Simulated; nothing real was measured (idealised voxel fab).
Module name: voxel lift off (process module)
185 nm wide, 5 nm square cells: that's cross-section cut.
A cross-section is a grid of square cells, given in bands from the top down. A band is one or more rows of cells.
Top, bottom (nm), then materials left to right with widths (nm); lone material tagged "edge to edge" fills the whole band edge to edge; "empty" = empty space.
Measure heights from 0. That's the level where, below it, the as-received wafer is all one material. The lowest band is bottomless and extends downward; write it as in "from 0 down".
The expression "30 to 40" gives the width at the extremes of the band, the first number at its top row of cells and the second at its bottom row, with the width changing by equal amounts from each row to the next in between.
It should be understood that the words "no modifications", when stated for a given step, signify that the cross-section underwent no change in any of its cells during that step.
Closed empty spaces (no open way to the top) of 8 cells or more are what "Sealed-off cavities" lists, each as width x height at distance from the left edge, nm for all three.
Step line, after settings: the simulator's comment on this step.
When a step includes a mask, the "overlay nm" setting on its line states how far to the right of its planned place that mask lay, and negative values state how far to the left.
# Intended process steps
- 1: RECEIVE with material Si
- 2: CONFORMAL_DEP with material SiN, thk nm 5
- 3: PATTERN with tone open, mask id LINES, material resist, width nm 20, pitch nm 40, thk nm 20, overlay nm 0
- 4: DIRECTIONAL_DEP with material Ru, thk nm 5
- 5: STRIP with etch materials resist
- 6: CONFORMAL_DEP with material SiN, thk nm 10
The wafers are alike at the start. At step 2, their thk nm differs. The plan lists the first wafer's value.
# The first of several wafers in cross-section, exactly as it reached us after step 1
    from 0 down | Si edge to edge
    Sealed-off cavities: none
# Module finished, last step 6 done: cross-section of the first of several wafers
    from 20 to 15 | 50 of empty | 80 of SiN | 55 of empty
    from 15 to 10 | SiN edge to edge
    from 10 to 5 | 60 of SiN | 20 of Ru | 20 of SiN | 20 of Ru | 65 of SiN
    from 5 to 0 | SiN edge to edge
    from 0 down | Si edge to edge
    Sealed-off cavities: none
# Cross-section of the last wafer at end of module
    from 40 to 35 | 50 of empty | 80 of SiN | 55 of empty
    from 35 to 30 | SiN edge to edge
    from 30 to 25 | 60 of SiN | 20 of Ru | 20 of SiN | 20 of Ru | 65 of SiN
    from 25 to 0 | SiN edge to edge
    from 0 down | Si edge to edge
    Sealed-off cavities: none
# Where each wafer stands at the end of the module, a row apiece: cells of each material gained (+) or lost (-) since it was received, then closed voids
thk nm 5; +8 Ru; +119 SiN; Sealed-off cavities: none
thk nm 10; +8 Ru; +156 SiN; Sealed-off cavities: none
thk nm 15; +8 Ru; +193 SiN; Sealed-off cavities: none
thk nm 20; +8 Ru; +230 SiN; Sealed-off cavities: none
thk nm 25; +8 Ru; +267 SiN; Sealed-off cavities: none
